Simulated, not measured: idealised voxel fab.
The process module presented herein is designated voxel wiring stack.
FYI the section here is cut, 290 nm wide, cells are 5 nm squares.
A cross-section is a grid of square cells, given in bands from the top down. A band is one or more rows of cells.
What a band's entry tells you: where the top is and where the bottom is, as heights in nm, and after that what lies inside, material by material from left to right, each with its width in nm. Empty space is written as the word "blank", and a single material marked with the word "throughout" occupies the band from edge to edge.
The reference from which all heights are counted is 0, the level beneath which the as-received wafer is entirely one material; the lowest band, having no lower bound, proceeds downward and is written after the example "z 0 and below".
Width spec "30 to 40" -> top row of cells at first value, bottom row at second value, equal per-row change in between.
You'll sometimes find "nothing different" written for a step, and that's the way of saying that nowhere in the cross-section did a cell change during that step.
If an empty space has no open way to the top and is at least 8 cells in size, "Enclosed void catalog" lists it, written width x height at distance, where distance is measured from the left edge and every value is in nm.
The remark found on a step's line after its settings is issued by the simulator itself and pertains to that step.
Among the settings permitted on a step's line is "overlay nm"; applied to a step with a mask, it specifies the extent to which the mask lay to the right of its planned position, whereas a negative figure signifies a position to the left.
INTENDED PROCESS STEPS
1: RECEIVE [material Si]
2: CONFORMAL_DEP [material SiO2] [thk nm 10]
3: CONFORMAL_DEP [material SiCN] [thk nm 5]
4: DIRECTIONAL_DEP [material SiO2] [thk nm 25]
5: MASKED_ETCH [tone open] [mask id METAL_1] [width nm 20] [pitch nm 45] [etch materials SiO2] [depth nm 25] [overlay nm 0]
6: MASKED_ETCH [tone open] [mask id METAL_1] [width nm 20] [pitch nm 45] [etch materials SiCN] [depth nm 5] [overlay nm 0]
7: CONFORMAL_DEP [material TiN] [thk nm 5]
8: FILL_DEP [material Cu] [thk nm 5]
9: CMP [height nm 40]
10: CONFORMAL_DEP [material SiCN] [thk nm 5]
11: DIRECTIONAL_DEP [material SiO2] [thk nm 30]
12: MASKED_ETCH [tone open] [mask id METAL_2] [width nm 20] [pitch nm 45] [etch materials SiO2] [depth nm 15] [overlay nm 0]
13: PATTERN [tone open] [mask id METAL_2_HOLES] [material resist] [width nm 15] [thk nm 15] [overlay nm 0]
14: DIRECTIONAL_ETCH [etch materials SiO2] [depth nm 15]
15: DIRECTIONAL_ETCH [etch materials SiCN] [depth nm 5]
16: STRIP [etch materials resist]
17: CONFORMAL_DEP [material TiN] [thk nm 5]
18: FILL_DEP [material Cu] [thk nm 5]
19: CMP [height nm 75]
20: CONFORMAL_DEP [material SiCN] [thk nm 5]
21: DIRECTIONAL_DEP [material lowk] [thk nm 30]
22: PATTERN [tone open] [mask id METAL_3_HOLES] [material resist] [width nm 15] [pitch nm 45] [thk nm 20] [overlay nm 0]
23: DIRECTIONAL_ETCH [etch materials lowk] [depth nm 30]
24: STRIP [etch materials resist]
25: MASKED_ETCH [tone open] [mask id METAL_3] [width nm 20] [pitch nm 45] [etch materials lowk] [depth nm 15] [overlay nm 0]
26: MASKED_ETCH [tone open] [mask id METAL_3] [width nm 20] [pitch nm 45] [etch materials SiCN] [depth nm 5] [overlay nm 0]
27: CONFORMAL_DEP [material TiN] [thk nm 5]
28: FILL_DEP [material Ru] [thk nm 5]
29: CMP [height nm 110]
30: CONFORMAL_DEP [material SiCN] [thk nm 5]
31: DIRECTIONAL_DEP [material lowk] [thk nm 35]
32: DIRECTIONAL_DEP [material aC] [thk nm 10]
33: PATTERN [tone open] [mask id METAL_4_HOLES] [material resist] [width nm 15] [thk nm 25] [overlay nm 0]
34: DIRECTIONAL_ETCH [etch materials aC] [depth nm 10]
35: STRIP [etch materials resist]
36: DIRECTIONAL_ETCH [etch materials lowk] [depth nm 35]
37: STRIP [etch materials aC]
38: PATTERN [tone open] [mask id METAL_4] [material resist] [width nm 20] [pitch nm 45] [thk nm 15] [overlay nm 0]
39: DIRECTIONAL_ETCH [etch materials lowk] [depth nm 20]
40: DIRECTIONAL_ETCH [etch materials SiCN] [depth nm 5]
41: STRIP [etch materials resist]
42: CONFORMAL_DEP [material TiN] [thk nm 5]
43: FILL_DEP [material Cu] [thk nm 10]
44: CMP [height nm 150]
45: CONFORMAL_DEP [material SiN] [thk nm 5]
WHAT FOLLOWS COVERS THE FIRST OF TWO WAFERS; IT RAN AS PLANNED
CROSS-SECTION OF THE WAFER AT RECEIPT, WHICH IS THE CONDITION AFTER STEP 1
> z 0 and below  Si throughout
> Enclosed void catalog: none
STEP 2 DONE - WAFER CROSS-SECTION
> z 10 to 0  SiO2 throughout
> Below 0, no change.
STEP 3 DONE - WAFER CROSS-SECTION
> z 15 to 10  SiCN throughout
> Below 10, no change.
STEP 4 DONE - WAFER CROSS-SECTION
> z 40 to 15  SiO2 throughout
> Below 15, no change.
STEP 5 DONE - WAFER CROSS-SECTION
> z 40 to 15  SiO2: 110 / blank: 20 / SiO2: 25 / blank: 20 / SiO2: 115
> Below 15, no change.
STEP 6 DONE - WAFER CROSS-SECTION
> z 40 to 15  SiO2: 110 / blank: 20 / SiO2: 25 / blank: 20 / SiO2: 115
> z 15 to 10  SiCN: 110 / blank: 20 / SiCN: 25 / blank: 20 / SiCN: 115
> Below 10, no change.
STEP 7 DONE - WAFER CROSS-SECTION
> z 45 to 40  TiN: 115 / blank: 10 / TiN: 35 / blank: 10 / TiN: 120
> z 40 to 15  SiO2: 110 / TiN: 5 / blank: 10 / TiN: 5 / SiO2: 25 / TiN: 5 / blank: 10 / TiN: 5 / SiO2: 115
> z 15 to 10  SiCN: 110 / TiN: 20 / SiCN: 25 / TiN: 20 / SiCN: 115
> Below 10, no change.
STEP 8 DONE - WAFER CROSS-SECTION
> z 50 to 45  Cu throughout
> z 45 to 40  TiN: 115 / Cu: 10 / TiN: 35 / Cu: 10 / TiN: 120
> z 40 to 15  SiO2: 110 / TiN: 5 / Cu: 10 / TiN: 5 / SiO2: 25 / TiN: 5 / Cu: 10 / TiN: 5 / SiO2: 115
> Below 15, no change.
STEP 9 DONE - WAFER CROSS-SECTION
> z 40 to 15  SiO2: 110 / TiN: 5 / Cu: 10 / TiN: 5 / SiO2: 25 / TiN: 5 / Cu: 10 / TiN: 5 / SiO2: 115
> Below 15, no change.
STEP 10 DONE - WAFER CROSS-SECTION
> z 45 to 40  SiCN throughout
> Below 40, no change.
STEP 11 DONE - WAFER CROSS-SECTION
> z 75 to 45  SiO2 throughout
> Below 45, no change.
STEP 12 DONE - WAFER CROSS-SECTION
> z 75 to 60  SiO2: 110 / blank: 20 / SiO2: 25 / blank: 20 / SiO2: 115
> Below 60, no change.
STEP 13 DONE - WAFER CROSS-SECTION
> z 90 to 75  resist: 110 / blank: 15 / resist: 165
> z 75 to 60  SiO2: 110 / blank: 15 / resist: 5 / SiO2: 25 / resist: 20 / SiO2: 115
> Below 60, no change.
STEP 14 DONE - WAFER CROSS-SECTION
> z 90 to 75  resist: 110 / blank: 15 / resist: 165
> z 75 to 60  SiO2: 110 / blank: 15 / resist: 5 / SiO2: 25 / resist: 20 / SiO2: 115
> z 60 to 45  SiO2: 110 / blank: 15 / SiO2: 165
> Below 45, no change.
STEP 15 DONE - WAFER CROSS-SECTION
> z 90 to 75  resist: 110 / blank: 15 / resist: 165
> z 75 to 60  SiO2: 110 / blank: 15 / resist: 5 / SiO2: 25 / resist: 20 / SiO2: 115
> z 60 to 45  SiO2: 110 / blank: 15 / SiO2: 165
> z 45 to 40  SiCN: 110 / blank: 15 / SiCN: 165
> Below 40, no change.
STEP 16 DONE - WAFER CROSS-SECTION
> z 75 to 60  SiO2: 110 / blank: 20 / SiO2: 25 / blank: 20 / SiO2: 115
> Below 60, no change.
STEP 17 DONE - WAFER CROSS-SECTION
> z 80 to 75  TiN: 115 / blank: 10 / TiN: 35 / blank: 10 / TiN: 120
> z 75 to 65  SiO2: 110 / TiN: 5 / blank: 10 / TiN: 5 / SiO2: 25 / TiN: 5 / blank: 10 / TiN: 5 / SiO2: 115
> z 65 to 60  SiO2: 110 / TiN: 5 / blank: 5 / TiN: 10 / SiO2: 25 / TiN: 20 / SiO2: 115
> z 60 to 45  SiO2: 110 / TiN: 5 / blank: 5 / TiN: 5 / SiO2: 165
> z 45 to 40  SiCN: 110 / TiN: 15 / SiCN: 165
> Below 40, no change.
STEP 18 DONE - WAFER CROSS-SECTION
> z 85 to 80  Cu throughout
> z 80 to 75  TiN: 115 / Cu: 10 / TiN: 35 / Cu: 10 / TiN: 120
> z 75 to 65  SiO2: 110 / TiN: 5 / Cu: 10 / TiN: 5 / SiO2: 25 / TiN: 5 / Cu: 10 / TiN: 5 / SiO2: 115
> z 65 to 60  SiO2: 110 / TiN: 5 / Cu: 5 / TiN: 10 / SiO2: 25 / TiN: 20 / SiO2: 115
> z 60 to 45  SiO2: 110 / TiN: 5 / Cu: 5 / TiN: 5 / SiO2: 165
> Below 45, no change.
STEP 19 DONE - WAFER CROSS-SECTION
> z 75 to 65  SiO2: 110 / TiN: 5 / Cu: 10 / TiN: 5 / SiO2: 25 / TiN: 5 / Cu: 10 / TiN: 5 / SiO2: 115
> Below 65, no change.
STEP 20 DONE - WAFER CROSS-SECTION
> z 80 to 75  SiCN throughout
> Below 75, no change.
STEP 21 DONE - WAFER CROSS-SECTION
> z 110 to 80  lowk throughout
> Below 80, no change.
STEP 22 DONE - WAFER CROSS-SECTION
> z 130 to 110  resist: 110 / blank: 15 / resist: 30 / blank: 15 / resist: 120
> Below 110, no change.
STEP 23 DONE - WAFER CROSS-SECTION
> z 130 to 110  resist: 110 / blank: 15 / resist: 30 / blank: 15 / resist: 120
> z 110 to 80  lowk: 110 / blank: 15 / lowk: 30 / blank: 15 / lowk: 120
> Below 80, no change.
STEP 24 DONE - WAFER CROSS-SECTION
> z 110 to 80  lowk: 110 / blank: 15 / lowk: 30 / blank: 15 / lowk: 120
> Below 80, no change.
STEP 25 DONE - WAFER CROSS-SECTION
> z 110 to 95  lowk: 110 / blank: 20 / lowk: 25 / blank: 20 / lowk: 115
> Below 95, no change.
STEP 26 DONE - WAFER CROSS-SECTION
> z 110 to 95  lowk: 110 / blank: 20 / lowk: 25 / blank: 20 / lowk: 115
> z 95 to 80  lowk: 110 / blank: 15 / lowk: 30 / blank: 15 / lowk: 120
> z 80 to 75  SiCN: 110 / blank: 15 / SiCN: 30 / blank: 15 / SiCN: 120
> Below 75, no change.
STEP 27 DONE - WAFER CROSS-SECTION
> z 115 to 110  TiN: 115 / blank: 10 / TiN: 35 / blank: 10 / TiN: 120
> z 110 to 100  lowk: 110 / TiN: 5 / blank: 10 / TiN: 5 / lowk: 25 / TiN: 5 / blank: 10 / TiN: 5 / lowk: 115
> z 100 to 95  lowk: 110 / TiN: 5 / blank: 5 / TiN: 10 / lowk: 25 / TiN: 5 / blank: 5 / TiN: 10 / lowk: 115
> z 95 to 80  lowk: 110 / TiN: 5 / blank: 5 / TiN: 5 / lowk: 30 / TiN: 5 / blank: 5 / TiN: 5 / lowk: 120
> z 80 to 75  SiCN: 110 / TiN: 15 / SiCN: 30 / TiN: 15 / SiCN: 120
> Below 75, no change.
STEP 28 DONE - WAFER CROSS-SECTION
> z 120 to 115  Ru throughout
> z 115 to 110  TiN: 115 / Ru: 10 / TiN: 35 / Ru: 10 / TiN: 120
> z 110 to 100  lowk: 110 / TiN: 5 / Ru: 10 / TiN: 5 / lowk: 25 / TiN: 5 / Ru: 10 / TiN: 5 / lowk: 115
> z 100 to 95  lowk: 110 / TiN: 5 / Ru: 5 / TiN: 10 / lowk: 25 / TiN: 5 / Ru: 5 / TiN: 10 / lowk: 115
> z 95 to 80  lowk: 110 / TiN: 5 / Ru: 5 / TiN: 5 / lowk: 30 / TiN: 5 / Ru: 5 / TiN: 5 / lowk: 120
> Below 80, no change.
STEP 29 DONE - WAFER CROSS-SECTION
> z 110 to 100  lowk: 110 / TiN: 5 / Ru: 10 / TiN: 5 / lowk: 25 / TiN: 5 / Ru: 10 / TiN: 5 / lowk: 115
> Below 100, no change.
STEP 30 DONE - WAFER CROSS-SECTION
> z 115 to 110  SiCN throughout
> Below 110, no change.
STEP 31 DONE - WAFER CROSS-SECTION
> z 150 to 115  lowk throughout
> Below 115, no change.
STEP 32 DONE - WAFER CROSS-SECTION
> z 160 to 150  aC throughout
> Below 150, no change.
STEP 33 DONE - WAFER CROSS-SECTION
> z 185 to 160  resist: 110 / blank: 15 / resist: 165
> Below 160, no change.
STEP 34 DONE - WAFER CROSS-SECTION
> z 175 to 160  resist: 110 / blank: 15 / resist: 165
> z 160 to 150  aC: 110 / blank: 15 / aC: 165
> Below 150, no change.
STEP 35 DONE - WAFER CROSS-SECTION
> z 160 to 150  aC: 110 / blank: 15 / aC: 165
> Below 150, no change.
STEP 36 DONE - WAFER CROSS-SECTION
> z 160 to 150  aC: 110 / blank: 15 / aC: 165
> z 150 to 115  lowk: 110 / blank: 15 / lowk: 165
> Below 115, no change.
STEP 37 DONE - WAFER CROSS-SECTION
> z 150 to 115  lowk: 110 / blank: 15 / lowk: 165
> Below 115, no change.
STEP 38 DONE - WAFER CROSS-SECTION
> z 165 to 150  resist: 110 / blank: 20 / resist: 25 / blank: 20 / resist: 115
> Below 150, no change.
STEP 39 DONE - WAFER CROSS-SECTION
> z 165 to 150  resist: 110 / blank: 20 / resist: 25 / blank: 20 / resist: 115
> z 150 to 130  lowk: 110 / blank: 20 / lowk: 25 / blank: 20 / lowk: 115
> Below 130, no change.
STEP 40 DONE - WAFER CROSS-SECTION
> z 165 to 150  resist: 110 / blank: 20 / resist: 25 / blank: 20 / resist: 115
> z 150 to 130  lowk: 110 / blank: 20 / lowk: 25 / blank: 20 / lowk: 115
> z 130 to 115  lowk: 110 / blank: 15 / lowk: 165
> z 115 to 110  SiCN: 110 / blank: 15 / SiCN: 165
> Below 110, no change.
STEP 41 DONE - WAFER CROSS-SECTION
> z 150 to 130  lowk: 110 / blank: 20 / lowk: 25 / blank: 20 / lowk: 115
> Below 130, no change.
STEP 42 DONE - WAFER CROSS-SECTION
> z 155 to 150  TiN: 115 / blank: 10 / TiN: 35 / blank: 10 / TiN: 120
> z 150 to 135  lowk: 110 / TiN: 5 / blank: 10 / TiN: 5 / lowk: 25 / TiN: 5 / blank: 10 / TiN: 5 / lowk: 115
> z 135 to 130  lowk: 110 / TiN: 5 / blank: 5 / TiN: 10 / lowk: 25 / TiN: 20 / lowk: 115
> z 130 to 115  lowk: 110 / TiN: 5 / blank: 5 / TiN: 5 / lowk: 165
> z 115 to 110  SiCN: 110 / TiN: 15 / SiCN: 165
> Below 110, no change.
STEP 43 DONE - WAFER CROSS-SECTION
> z 165 to 155  Cu throughout
> z 155 to 150  TiN: 115 / Cu: 10 / TiN: 35 / Cu: 10 / TiN: 120
> z 150 to 135  lowk: 110 / TiN: 5 / Cu: 10 / TiN: 5 / lowk: 25 / TiN: 5 / Cu: 10 / TiN: 5 / lowk: 115
> z 135 to 130  lowk: 110 / TiN: 5 / Cu: 5 / TiN: 10 / lowk: 25 / TiN: 20 / lowk: 115
> z 130 to 115  lowk: 110 / TiN: 5 / Cu: 5 / TiN: 5 / lowk: 165
> Below 115, no change.
STEP 44 DONE - WAFER CROSS-SECTION
> z 150 to 135  lowk: 110 / TiN: 5 / Cu: 10 / TiN: 5 / lowk: 25 / TiN: 5 / Cu: 10 / TiN: 5 / lowk: 115
> Below 135, no change.
STEP 45 DONE - WAFER CROSS-SECTION
> z 155 to 150  SiN throughout
> Below 150, no change.
SECOND WAFER - SHARED START AND PLAN WITH THE FIRST - ONE ERROR IN RUNNING - SAME AS THE FIRST UP TO STEP 4 INCLUSIVE
PLANNED END OF STEP 5: SECOND WAFER, CROSS-SECTION
> z 40 to 15  blank: 110 / SiO2: 20 / blank: 25 / SiO2: 20 / blank: 115
> Below 15, no change.
Planned end of step 6: second wafer, cross-section: nothing different
PLANNED END OF STEP 7: SECOND WAFER, CROSS-SECTION
> z 45 to 40  blank: 105 / TiN: 30 / blank: 15 / TiN: 30 / blank: 110
> z 40 to 20  blank: 105 / TiN: 5 / SiO2: 20 / TiN: 5 / blank: 15 / TiN: 5 / SiO2: 20 / TiN: 5 / blank: 110
> z 20 to 15  TiN: 110 / SiO2: 20 / TiN: 25 / SiO2: 20 / TiN: 115
> Below 15, no change.
PLANNED END OF STEP 8: SECOND WAFER, CROSS-SECTION
> z 50 to 45  Cu throughout
> z 45 to 40  Cu: 105 / TiN: 30 / Cu: 15 / TiN: 30 / Cu: 110
> z 40 to 20  Cu: 105 / TiN: 5 / SiO2: 20 / TiN: 5 / Cu: 15 / TiN: 5 / SiO2: 20 / TiN: 5 / Cu: 110
> Below 20, no change.
PLANNED END OF STEP 9: SECOND WAFER, CROSS-SECTION
> z 40 to 20  Cu: 105 / TiN: 5 / SiO2: 20 / TiN: 5 / Cu: 15 / TiN: 5 / SiO2: 20 / TiN: 5 / Cu: 110
> Below 20, no change.
PLANNED END OF STEP 10: SECOND WAFER, CROSS-SECTION
> z 45 to 40  SiCN throughout
> Below 40, no change.
PLANNED END OF STEP 11: SECOND WAFER, CROSS-SECTION
> z 75 to 45  SiO2 throughout
> Below 45, no change.
PLANNED END OF STEP 12: SECOND WAFER, CROSS-SECTION
> z 75 to 60  SiO2: 110 / blank: 20 / SiO2: 25 / blank: 20 / SiO2: 115
> Below 60, no change.
PLANNED END OF STEP 13: SECOND WAFER, CROSS-SECTION
> z 90 to 75  resist: 110 / blank: 15 / resist: 165
> z 75 to 60  SiO2: 110 / blank: 15 / resist: 5 / SiO2: 25 / resist: 20 / SiO2: 115
> Below 60, no change.
PLANNED END OF STEP 14: SECOND WAFER, CROSS-SECTION
> z 90 to 75  resist: 110 / blank: 15 / resist: 165
> z 75 to 60  SiO2: 110 / blank: 15 / resist: 5 / SiO2: 25 / resist: 20 / SiO2: 115
> z 60 to 45  SiO2: 110 / blank: 15 / SiO2: 165
> Below 45, no change.
PLANNED END OF STEP 15: SECOND WAFER, CROSS-SECTION
> z 90 to 75  resist: 110 / blank: 15 / resist: 165
> z 75 to 60  SiO2: 110 / blank: 15 / resist: 5 / SiO2: 25 / resist: 20 / SiO2: 115
> z 60 to 45  SiO2: 110 / blank: 15 / SiO2: 165
> z 45 to 40  SiCN: 110 / blank: 15 / SiCN: 165
> Below 40, no change.
PLANNED END OF STEP 16: SECOND WAFER, CROSS-SECTION
> z 75 to 60  SiO2: 110 / blank: 20 / SiO2: 25 / blank: 20 / SiO2: 115
> Below 60, no change.
PLANNED END OF STEP 17: SECOND WAFER, CROSS-SECTION
> z 80 to 75  TiN: 115 / blank: 10 / TiN: 35 / blank: 10 / TiN: 120
> z 75 to 65  SiO2: 110 / TiN: 5 / blank: 10 / TiN: 5 / SiO2: 25 / TiN: 5 / blank: 10 / TiN: 5 / SiO2: 115
> z 65 to 60  SiO2: 110 / TiN: 5 / blank: 5 / TiN: 10 / SiO2: 25 / TiN: 20 / SiO2: 115
> z 60 to 45  SiO2: 110 / TiN: 5 / blank: 5 / TiN: 5 / SiO2: 165
> z 45 to 40  SiCN: 110 / TiN: 15 / SiCN: 165
> Below 40, no change.
PLANNED END OF STEP 18: SECOND WAFER, CROSS-SECTION
> z 85 to 80  Cu throughout
> z 80 to 75  TiN: 115 / Cu: 10 / TiN: 35 / Cu: 10 / TiN: 120
> z 75 to 65  SiO2: 110 / TiN: 5 / Cu: 10 / TiN: 5 / SiO2: 25 / TiN: 5 / Cu: 10 / TiN: 5 / SiO2: 115
> z 65 to 60  SiO2: 110 / TiN: 5 / Cu: 5 / TiN: 10 / SiO2: 25 / TiN: 20 / SiO2: 115
> z 60 to 45  SiO2: 110 / TiN: 5 / Cu: 5 / TiN: 5 / SiO2: 165
> Below 45, no change.
PLANNED END OF STEP 19: SECOND WAFER, CROSS-SECTION
> z 75 to 65  SiO2: 110 / TiN: 5 / Cu: 10 / TiN: 5 / SiO2: 25 / TiN: 5 / Cu: 10 / TiN: 5 / SiO2: 115
> Below 65, no change.
PLANNED END OF STEP 20: SECOND WAFER, CROSS-SECTION
> z 80 to 75  SiCN throughout
> Below 75, no change.
PLANNED END OF STEP 21: SECOND WAFER, CROSS-SECTION
> z 110 to 80  lowk throughout
> Below 80, no change.
PLANNED END OF STEP 22: SECOND WAFER, CROSS-SECTION
> z 130 to 110  resist: 110 / blank: 15 / resist: 30 / blank: 15 / resist: 120
> Below 110, no change.
PLANNED END OF STEP 23: SECOND WAFER, CROSS-SECTION
> z 130 to 110  resist: 110 / blank: 15 / resist: 30 / blank: 15 / resist: 120
> z 110 to 80  lowk: 110 / blank: 15 / lowk: 30 / blank: 15 / lowk: 120
> Below 80, no change.
PLANNED END OF STEP 24: SECOND WAFER, CROSS-SECTION
> z 110 to 80  lowk: 110 / blank: 15 / lowk: 30 / blank: 15 / lowk: 120
> Below 80, no change.
PLANNED END OF STEP 25: SECOND WAFER, CROSS-SECTION
> z 110 to 95  lowk: 110 / blank: 20 / lowk: 25 / blank: 20 / lowk: 115
> Below 95, no change.
PLANNED END OF STEP 26: SECOND WAFER, CROSS-SECTION
> z 110 to 95  lowk: 110 / blank: 20 / lowk: 25 / blank: 20 / lowk: 115
> z 95 to 80  lowk: 110 / blank: 15 / lowk: 30 / blank: 15 / lowk: 120
> z 80 to 75  SiCN: 110 / blank: 15 / SiCN: 30 / blank: 15 / SiCN: 120
> Below 75, no change.
PLANNED END OF STEP 27: SECOND WAFER, CROSS-SECTION
> z 115 to 110  TiN: 115 / blank: 10 / TiN: 35 / blank: 10 / TiN: 120
> z 110 to 100  lowk: 110 / TiN: 5 / blank: 10 / TiN: 5 / lowk: 25 / TiN: 5 / blank: 10 / TiN: 5 / lowk: 115
> z 100 to 95  lowk: 110 / TiN: 5 / blank: 5 / TiN: 10 / lowk: 25 / TiN: 5 / blank: 5 / TiN: 10 / lowk: 115
> z 95 to 80  lowk: 110 / TiN: 5 / blank: 5 / TiN: 5 / lowk: 30 / TiN: 5 / blank: 5 / TiN: 5 / lowk: 120
> z 80 to 75  SiCN: 110 / TiN: 15 / SiCN: 30 / TiN: 15 / SiCN: 120
> Below 75, no change.
PLANNED END OF STEP 28: SECOND WAFER, CROSS-SECTION
> z 120 to 115  Ru throughout
> z 115 to 110  TiN: 115 / Ru: 10 / TiN: 35 / Ru: 10 / TiN: 120
> z 110 to 100  lowk: 110 / TiN: 5 / Ru: 10 / TiN: 5 / lowk: 25 / TiN: 5 / Ru: 10 / TiN: 5 / lowk: 115
> z 100 to 95  lowk: 110 / TiN: 5 / Ru: 5 / TiN: 10 / lowk: 25 / TiN: 5 / Ru: 5 / TiN: 10 / lowk: 115
> z 95 to 80  lowk: 110 / TiN: 5 / Ru: 5 / TiN: 5 / lowk: 30 / TiN: 5 / Ru: 5 / TiN: 5 / lowk: 120
> Below 80, no change.
PLANNED END OF STEP 29: SECOND WAFER, CROSS-SECTION
> z 110 to 100  lowk: 110 / TiN: 5 / Ru: 10 / TiN: 5 / lowk: 25 / TiN: 5 / Ru: 10 / TiN: 5 / lowk: 115
> Below 100, no change.
PLANNED END OF STEP 30: SECOND WAFER, CROSS-SECTION
> z 115 to 110  SiCN throughout
> Below 110, no change.
PLANNED END OF STEP 31: SECOND WAFER, CROSS-SECTION
> z 150 to 115  lowk throughout
> Below 115, no change.
PLANNED END OF STEP 32: SECOND WAFER, CROSS-SECTION
> z 160 to 150  aC throughout
> Below 150, no change.
PLANNED END OF STEP 33: SECOND WAFER, CROSS-SECTION
> z 185 to 160  resist: 110 / blank: 15 / resist: 165
> Below 160, no change.
PLANNED END OF STEP 34: SECOND WAFER, CROSS-SECTION
> z 175 to 160  resist: 110 / blank: 15 / resist: 165
> z 160 to 150  aC: 110 / blank: 15 / aC: 165
> Below 150, no change.
PLANNED END OF STEP 35: SECOND WAFER, CROSS-SECTION
> z 160 to 150  aC: 110 / blank: 15 / aC: 165
> Below 150, no change.
PLANNED END OF STEP 36: SECOND WAFER, CROSS-SECTION
> z 160 to 150  aC: 110 / blank: 15 / aC: 165
> z 150 to 115  lowk: 110 / blank: 15 / lowk: 165
> Below 115, no change.
PLANNED END OF STEP 37: SECOND WAFER, CROSS-SECTION
> z 150 to 115  lowk: 110 / blank: 15 / lowk: 165
> Below 115, no change.
PLANNED END OF STEP 38: SECOND WAFER, CROSS-SECTION
> z 165 to 150  resist: 110 / blank: 20 / resist: 25 / blank: 20 / resist: 115
> Below 150, no change.
PLANNED END OF STEP 39: SECOND WAFER, CROSS-SECTION
> z 165 to 150  resist: 110 / blank: 20 / resist: 25 / blank: 20 / resist: 115
> z 150 to 130  lowk: 110 / blank: 20 / lowk: 25 / blank: 20 / lowk: 115
> Below 130, no change.
PLANNED END OF STEP 40: SECOND WAFER, CROSS-SECTION
> z 165 to 150  resist: 110 / blank: 20 / resist: 25 / blank: 20 / resist: 115
> z 150 to 130  lowk: 110 / blank: 20 / lowk: 25 / blank: 20 / lowk: 115
> z 130 to 115  lowk: 110 / blank: 15 / lowk: 165
> z 115 to 110  SiCN: 110 / blank: 15 / SiCN: 165
> Below 110, no change.
PLANNED END OF STEP 41: SECOND WAFER, CROSS-SECTION
> z 150 to 130  lowk: 110 / blank: 20 / lowk: 25 / blank: 20 / lowk: 115
> Below 130, no change.
PLANNED END OF STEP 42: SECOND WAFER, CROSS-SECTION
> z 155 to 150  TiN: 115 / blank: 10 / TiN: 35 / blank: 10 / TiN: 120
> z 150 to 135  lowk: 110 / TiN: 5 / blank: 10 / TiN: 5 / lowk: 25 / TiN: 5 / blank: 10 / TiN: 5 / lowk: 115
> z 135 to 130  lowk: 110 / TiN: 5 / blank: 5 / TiN: 10 / lowk: 25 / TiN: 20 / lowk: 115
> z 130 to 115  lowk: 110 / TiN: 5 / blank: 5 / TiN: 5 / lowk: 165
> z 115 to 110  SiCN: 110 / TiN: 15 / SiCN: 165
> Below 110, no change.
PLANNED END OF STEP 43: SECOND WAFER, CROSS-SECTION
> z 165 to 155  Cu throughout
> z 155 to 150  TiN: 115 / Cu: 10 / TiN: 35 / Cu: 10 / TiN: 120
> z 150 to 135  lowk: 110 / TiN: 5 / Cu: 10 / TiN: 5 / lowk: 25 / TiN: 5 / Cu: 10 / TiN: 5 / lowk: 115
> z 135 to 130  lowk: 110 / TiN: 5 / Cu: 5 / TiN: 10 / lowk: 25 / TiN: 20 / lowk: 115
> z 130 to 115  lowk: 110 / TiN: 5 / Cu: 5 / TiN: 5 / lowk: 165
> Below 115, no change.
PLANNED END OF STEP 44: SECOND WAFER, CROSS-SECTION
> z 150 to 135  lowk: 110 / TiN: 5 / Cu: 10 / TiN: 5 / lowk: 25 / TiN: 5 / Cu: 10 / TiN: 5 / lowk: 115
> Below 135, no change.
PLANNED END OF STEP 45: SECOND WAFER, CROSS-SECTION
> z 155 to 150  SiN throughout
> Below 150, no change.
The plan and the run diverged here: not per plan at step 5, really ran MASKED_ETCH [tone cover] [mask id METAL_1] [width nm 20] [pitch nm 45] [etch materials SiO2] [depth nm 25] [overlay nm 0]
At the finish, the second wafer shows more or fewer cells for some materials than the first does: 164 more of Cu | 8 more of SiCN | 210 fewer of SiO2 | 38 more of TiN
